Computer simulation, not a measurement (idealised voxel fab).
Process module in this document: voxel trench capacitor
The width of the displayed cross-section, cut, is 225 nm; its cells are square, with a size of 5 nm.
This document writes a cross-section as a grid whose cells are square, and gives it as bands, listed from the top down; one or more rows of cells form a band.
First you get the band's top height and its bottom height, in nm, and then the materials it's made of, left to right, with each width in nm. If you see a single material with "full width", that one covers the band edge to edge. "air" is empty space.
It should be noted that heights are counted from 0, beneath which the wafer as supplied is of one material throughout, and that the lowest band possesses no lower boundary but continues downward, as written in "0 down".
Read "30->40" as a graded width: first number on top, second number at the bottom, same change between each pair of neighbouring rows.
"nothing got changed" after a step means that no cell of the cross-section changed.
Empty spaces counting at least 8 cells and having no open way to the top are listed in "Closed internal voids". The notation width x height at distance is used for each, the distance being from the left edge and all three values in nm.
Whatever follows a step's settings on its line is a remark the simulator itself makes about that step.
If you see "overlay nm" on a step's line and that step has a mask, it's telling you how far right of where it was planned the mask ended up; a negative number means it went left instead.
Layout of what follows: cross-section pairs, each bracketing one process step, the after cross-section shown only to the lowest band that changed, the step between and its settings noted under each pair. Pairs may originate in different runs of this module on the same starting wafer; a pair continues from the pair above only where its entry headed "Before processing step" says so.
Before processing step
- 10 to 5: 35 nm HfO2; 10 nm air; 40 nm HfO2; 10 nm air; 40 nm HfO2; 10 nm air; 40 nm HfO2; 10 nm air; 30 nm HfO2
- 5 to 0: 30 nm SiN; 5 nm HfO2; 10 nm air; 5 nm HfO2; 30 nm SiN; 5 nm HfO2; 10 nm air; 5 nm HfO2; 30 nm SiN; 5 nm HfO2; 10 nm air; 5 nm HfO2; 30 nm SiN; 5 nm HfO2; 10 nm air; 5 nm HfO2; 25 nm SiN
- 0 to -35: 30 nm Si; 5 nm HfO2; 10 nm air; 5 nm HfO2; 30 nm Si; 5 nm HfO2; 10 nm air; 5 nm HfO2; 30 nm Si; 5 nm HfO2; 10 nm air; 5 nm HfO2; 30 nm Si; 5 nm HfO2; 10 nm air; 5 nm HfO2; 25 nm Si
- -35 to -40: 30 nm Si; 20 nm HfO2; 30 nm Si; 20 nm HfO2; 30 nm Si; 20 nm HfO2; 30 nm Si; 20 nm HfO2; 25 nm Si
- -40 down: Si full width
- Closed internal voids: none
Step Result
- 15 to 10: TiN full width
- 10 to 5: 35 nm HfO2; 10 nm TiN; 40 nm HfO2; 10 nm TiN; 40 nm HfO2; 10 nm TiN; 40 nm HfO2; 10 nm TiN; 30 nm HfO2
- 5 to 0: 30 nm SiN; 5 nm HfO2; 10 nm TiN; 5 nm HfO2; 30 nm SiN; 5 nm HfO2; 10 nm TiN; 5 nm HfO2; 30 nm SiN; 5 nm HfO2; 10 nm TiN; 5 nm HfO2; 30 nm SiN; 5 nm HfO2; 10 nm TiN; 5 nm HfO2; 25 nm SiN
- 0 to -35: 30 nm Si; 5 nm HfO2; 10 nm TiN; 5 nm HfO2; 30 nm Si; 5 nm HfO2; 10 nm TiN; 5 nm HfO2; 30 nm Si; 5 nm HfO2; 10 nm TiN; 5 nm HfO2; 30 nm Si; 5 nm HfO2; 10 nm TiN; 5 nm HfO2; 25 nm Si
- Below -35, no change.
- Closed internal voids: none
Between the two cross-sections above, the process step reads CONFORMAL_DEP, material TiN, thk nm 5
Before processing step: the pre-step structure is the one depicted after the step in the pair just above.
Step Result
- 20 to 15: W full width
- Below 15, no change.
- Closed internal voids: none
Between the two cross-sections above, the process step reads FILL_DEP, material W, thk nm 5
Before processing step: the pre-step structure is the one depicted after the step in the pair just above.
Step Result
- 5 to 0: 30 nm SiN; 5 nm HfO2; 10 nm TiN; 5 nm HfO2; 30 nm SiN; 5 nm HfO2; 10 nm TiN; 5 nm HfO2; 30 nm SiN; 5 nm HfO2; 10 nm TiN; 5 nm HfO2; 30 nm SiN; 5 nm HfO2; 10 nm TiN; 5 nm HfO2; 25 nm SiN
- Below 0, no change.
- Closed internal voids: none
Between the two cross-sections above, the process step reads CMP, height nm 5
Before processing step
- 5 to 0: SiN full width
- 0 down: Si full width
- Closed internal voids: none
Step Result
- 5 to 0: 20 nm SiN; 25 nm air; 25 nm SiN; 25 nm air; 25 nm SiN; 25 nm air; 25 nm SiN; 25 nm air; 30 nm SiN
- Below 0, no change.
- Closed internal voids: none
Between the two cross-sections above, the process step reads MASKED_ETCH, tone open, mask id TRENCH, width nm 25, pitch nm 50, etch materials SiN, depth nm 5, overlay nm -5
Before processing step: the pre-step structure is the one depicted after the step in the pair just above.
Step Result
- 5 to 0: 20 nm SiN; 25 nm air; 25 nm SiN; 25 nm air; 25 nm SiN; 25 nm air; 25 nm SiN; 25 nm air; 30 nm SiN
- 0 to -40: 25 nm Si; 20 nm air; 30 nm Si; 20 nm air; 30 nm Si; 20 nm air; 30 nm Si; 20 nm air; 30 nm Si
- Below -40, no change.
- Closed internal voids: none
Between the two cross-sections above, the process step reads MASKED_ETCH, tone open, mask id TRENCH, width nm 25, pitch nm 50, etch materials Si, depth nm 40, overlay nm 0
Before processing step: the pre-step structure is the one depicted after the step in the pair just above.
Step Result
- 10 to 5: 25 nm HfO2; 15 nm air; 35 nm HfO2; 15 nm air; 35 nm HfO2; 15 nm air; 35 nm HfO2; 15 nm air; 35 nm HfO2
- 5 to 0: 20 nm SiN; 10 nm HfO2; 10 nm air; 5 nm HfO2; 25 nm SiN; 10 nm HfO2; 10 nm air; 5 nm HfO2; 25 nm SiN; 10 nm HfO2; 10 nm air; 5 nm HfO2; 25 nm SiN; 10 nm HfO2; 10 nm air; 5 nm HfO2; 30 nm SiN
- 0 to -35: 25 nm Si; 5 nm HfO2; 10 nm air; 5 nm HfO2; 30 nm Si; 5 nm HfO2; 10 nm air; 5 nm HfO2; 30 nm Si; 5 nm HfO2; 10 nm air; 5 nm HfO2; 30 nm Si; 5 nm HfO2; 10 nm air; 5 nm HfO2; 30 nm Si
- -35 to -40: 25 nm Si; 20 nm HfO2; 30 nm Si; 20 nm HfO2; 30 nm Si; 20 nm HfO2; 30 nm Si; 20 nm HfO2; 30 nm Si
- Below -40, no change.
- Closed internal voids: none
Between the two cross-sections above, the process step reads CONFORMAL_DEP, material HfO2, thk nm 5
Before processing step: the pre-step structure is the one depicted after the step in the pair just above.
Step Result
- 15 to 10: 30 nm TiN; 5 nm air; 45 nm TiN; 5 nm air; 45 nm TiN; 5 nm air; 45 nm TiN; 5 nm air; 40 nm TiN
- 10 to 5: 25 nm HfO2; 15 nm TiN; 35 nm HfO2; 15 nm TiN; 35 nm HfO2; 15 nm TiN; 35 nm HfO2; 15 nm TiN; 35 nm HfO2
- 5 to 0: 20 nm SiN; 10 nm HfO2; 10 nm TiN; 5 nm HfO2; 25 nm SiN; 10 nm HfO2; 10 nm TiN; 5 nm HfO2; 25 nm SiN; 10 nm HfO2; 10 nm TiN; 5 nm HfO2; 25 nm SiN; 10 nm HfO2; 10 nm TiN; 5 nm HfO2; 30 nm SiN
- 0 to -35: 25 nm Si; 5 nm HfO2; 10 nm TiN; 5 nm HfO2; 30 nm Si; 5 nm HfO2; 10 nm TiN; 5 nm HfO2; 30 nm Si; 5 nm HfO2; 10 nm TiN; 5 nm HfO2; 30 nm Si; 5 nm HfO2; 10 nm TiN; 5 nm HfO2; 30 nm Si
- Below -35, no change.
- Closed internal voids: none
Between the two cross-sections above, the process step reads CONFORMAL_DEP, material TiN, thk nm 5
Before processing step: the pre-step structure is the one depicted after the step in the pair just above.
Step Result
- 20 to 15: W full width
- 15 to 10: 30 nm TiN; 5 nm W; 45 nm TiN; 5 nm W; 45 nm TiN; 5 nm W; 45 nm TiN; 5 nm W; 40 nm TiN
- Below 10, no change.
- Closed internal voids: none
Between the two cross-sections above, the process step reads FILL_DEP, material W, thk nm 5
Before processing step: the pre-step structure is the one depicted after the step in the pair just above.
Step Result
- 5 to 0: 20 nm SiN; 10 nm HfO2; 10 nm TiN; 5 nm HfO2; 25 nm SiN; 10 nm HfO2; 10 nm TiN; 5 nm HfO2; 25 nm SiN; 10 nm HfO2; 10 nm TiN; 5 nm HfO2; 25 nm SiN; 10 nm HfO2; 10 nm TiN; 5 nm HfO2; 30 nm SiN
- Below 0, no change.
- Closed internal voids: none
Between the two cross-sections above, the process step reads CMP, height nm 5
Before processing step
- 5 to 0: 25 nm SiN; 25 nm air; 25 nm SiN; 25 nm air; 25 nm SiN; 25 nm air; 25 nm SiN; 25 nm air; 25 nm SiN
- 0 to -40: 25 nm Si; 25 nm air; 25 nm Si; 25 nm air; 25 nm Si; 25 nm air; 25 nm Si; 25 nm air; 25 nm Si
- -40 down: Si full width
- Closed internal voids: none
Step Result
- 10 to 0: 30 nm SiN; 15 nm air; 35 nm SiN; 15 nm air; 35 nm SiN; 15 nm air; 35 nm SiN; 15 nm air; 30 nm SiN
- 0 to -35: 25 nm Si; 5 nm SiN; 15 nm air; 5 nm SiN; 25 nm Si; 5 nm SiN; 15 nm air; 5 nm SiN; 25 nm Si; 5 nm SiN; 15 nm air; 5 nm SiN; 25 nm Si; 5 nm SiN; 15 nm air; 5 nm SiN; 25 nm Si
- -35 to -40: 25 nm Si; 25 nm SiN; 25 nm Si; 25 nm SiN; 25 nm Si; 25 nm SiN; 25 nm Si; 25 nm SiN; 25 nm Si
- Below -40, no change.
- Closed internal voids: none
Between the two cross-sections above, the process step reads CONFORMAL_DEP, material SiN, thk nm 5
Before processing step: the pre-step structure is the one depicted after the step in the pair just above.
Step Result
- 15 to 10: 35 nm TiN; 5 nm air; 45 nm TiN; 5 nm air; 45 nm TiN; 5 nm air; 45 nm TiN; 5 nm air; 35 nm TiN
- 10 to 0: 30 nm SiN; 5 nm TiN; 5 nm air; 5 nm TiN; 35 nm SiN; 5 nm TiN; 5 nm air; 5 nm TiN; 35 nm SiN; 5 nm TiN; 5 nm air; 5 nm TiN; 35 nm SiN; 5 nm TiN; 5 nm air; 5 nm TiN; 30 nm SiN
- 0 to -30: 25 nm Si; 5 nm SiN; 5 nm TiN; 5 nm air; 5 nm TiN; 5 nm SiN; 25 nm Si; 5 nm SiN; 5 nm TiN; 5 nm air; 5 nm TiN; 5 nm SiN; 25 nm Si; 5 nm SiN; 5 nm TiN; 5 nm air; 5 nm TiN; 5 nm SiN; 25 nm Si; 5 nm SiN; 5 nm TiN; 5 nm air; 5 nm TiN; 5 nm SiN; 25 nm Si
- -30 to -35: 25 nm Si; 5 nm SiN; 15 nm TiN; 5 nm SiN; 25 nm Si; 5 nm SiN; 15 nm TiN; 5 nm SiN; 25 nm Si; 5 nm SiN; 15 nm TiN; 5 nm SiN; 25 nm Si; 5 nm SiN; 15 nm TiN; 5 nm SiN; 25 nm Si
- Below -35, no change.
- Closed internal voids: none
Between the two cross-sections above, the process step reads CONFORMAL_DEP, material TiN, thk nm 5
Before processing step: the pre-step structure is the one depicted after the step in the pair just above.
Step Result
- 20 to 15: W full width
- 15 to 10: 35 nm TiN; 5 nm W; 45 nm TiN; 5 nm W; 45 nm TiN; 5 nm W; 45 nm TiN; 5 nm W; 35 nm TiN
- 10 to 0: 30 nm SiN; 5 nm TiN; 5 nm W; 5 nm TiN; 35 nm SiN; 5 nm TiN; 5 nm W; 5 nm TiN; 35 nm SiN; 5 nm TiN; 5 nm W; 5 nm TiN; 35 nm SiN; 5 nm TiN; 5 nm W; 5 nm TiN; 30 nm SiN
- 0 to -30: 25 nm Si; 5 nm SiN; 5 nm TiN; 5 nm W; 5 nm TiN; 5 nm SiN; 25 nm Si; 5 nm SiN; 5 nm TiN; 5 nm W; 5 nm TiN; 5 nm SiN; 25 nm Si; 5 nm SiN; 5 nm TiN; 5 nm W; 5 nm TiN; 5 nm SiN; 25 nm Si; 5 nm SiN; 5 nm TiN; 5 nm W; 5 nm TiN; 5 nm SiN; 25 nm Si
- Below -30, no change.
- Closed internal voids: none
Between the two cross-sections above, the process step reads FILL_DEP, material W, thk nm 5
Before processing step: the pre-step structure is the one depicted after the step in the pair just above.
Step Result
- 5 to 0: 30 nm SiN; 5 nm TiN; 5 nm W; 5 nm TiN; 35 nm SiN; 5 nm TiN; 5 nm W; 5 nm TiN; 35 nm SiN; 5 nm TiN; 5 nm W; 5 nm TiN; 35 nm SiN; 5 nm TiN; 5 nm W; 5 nm TiN; 30 nm SiN
- Below 0, no change.
- Closed internal voids: none
Between the two cross-sections above, the process step reads CMP, height nm 5
Before processing step
- 5 to 0: SiN full width
- 0 down: Si full width
- Closed internal voids: none
Step Result
- 5 to 0: 25 nm air; 25 nm SiN; 25 nm air; 25 nm SiN; 25 nm air; 25 nm SiN; 25 nm air; 25 nm SiN; 25 nm air
- Below 0, no change.
- Closed internal voids: none
Between the two cross-sections above, the process step reads MASKED_ETCH, tone cover, mask id TRENCH, width nm 25, pitch nm 50, etch materials SiN, depth nm 5, overlay nm 0
Before processing step: the pre-step structure is the one depicted after the step in the pair just above.
Step Result
- 10 to 5: 20 nm air; 35 nm HfO2; 15 nm air; 35 nm HfO2; 15 nm air; 35 nm HfO2; 15 nm air; 35 nm HfO2; 20 nm air
- 5 to 0: 25 nm HfO2; 25 nm SiN; 25 nm HfO2; 25 nm SiN; 25 nm HfO2; 25 nm SiN; 25 nm HfO2; 25 nm SiN; 25 nm HfO2
- Below 0, no change.
- Closed internal voids: none
Between the two cross-sections above, the process step reads CONFORMAL_DEP, material HfO2, thk nm 5
Before processing step: the pre-step structure is the one depicted after the step in the pair just above.
Step Result
- 15 to 10: 15 nm air; 45 nm TiN; 5 nm air; 45 nm TiN; 5 nm air; 45 nm TiN; 5 nm air; 45 nm TiN; 15 nm air
- 10 to 5: 20 nm TiN; 35 nm HfO2; 15 nm TiN; 35 nm HfO2; 15 nm TiN; 35 nm HfO2; 15 nm TiN; 35 nm HfO2; 20 nm TiN
- Below 5, no change.
- Closed internal voids: none
Between the two cross-sections above, the process step reads CONFORMAL_DEP, material TiN, thk nm 5
Before processing step: the pre-step structure is the one depicted after the step in the pair just above.
Step Result
- 20 to 15: W full width
- 15 to 10: 15 nm W; 45 nm TiN; 5 nm W; 45 nm TiN; 5 nm W; 45 nm TiN; 5 nm W; 45 nm TiN; 15 nm W
- Below 10, no change.
- Closed internal voids: none
Between the two cross-sections above, the process step reads FILL_DEP, material W, thk nm 5
Before processing step: the pre-step structure is the one depicted after the step in the pair just above.
Step Result
- 5 to 0: 25 nm HfO2; 25 nm SiN; 25 nm HfO2; 25 nm SiN; 25 nm HfO2; 25 nm SiN; 25 nm HfO2; 25 nm SiN; 25 nm HfO2
- Below 0, no change.
- Closed internal voids: none
Between the two cross-sections above, the process step reads CMP, height nm 5
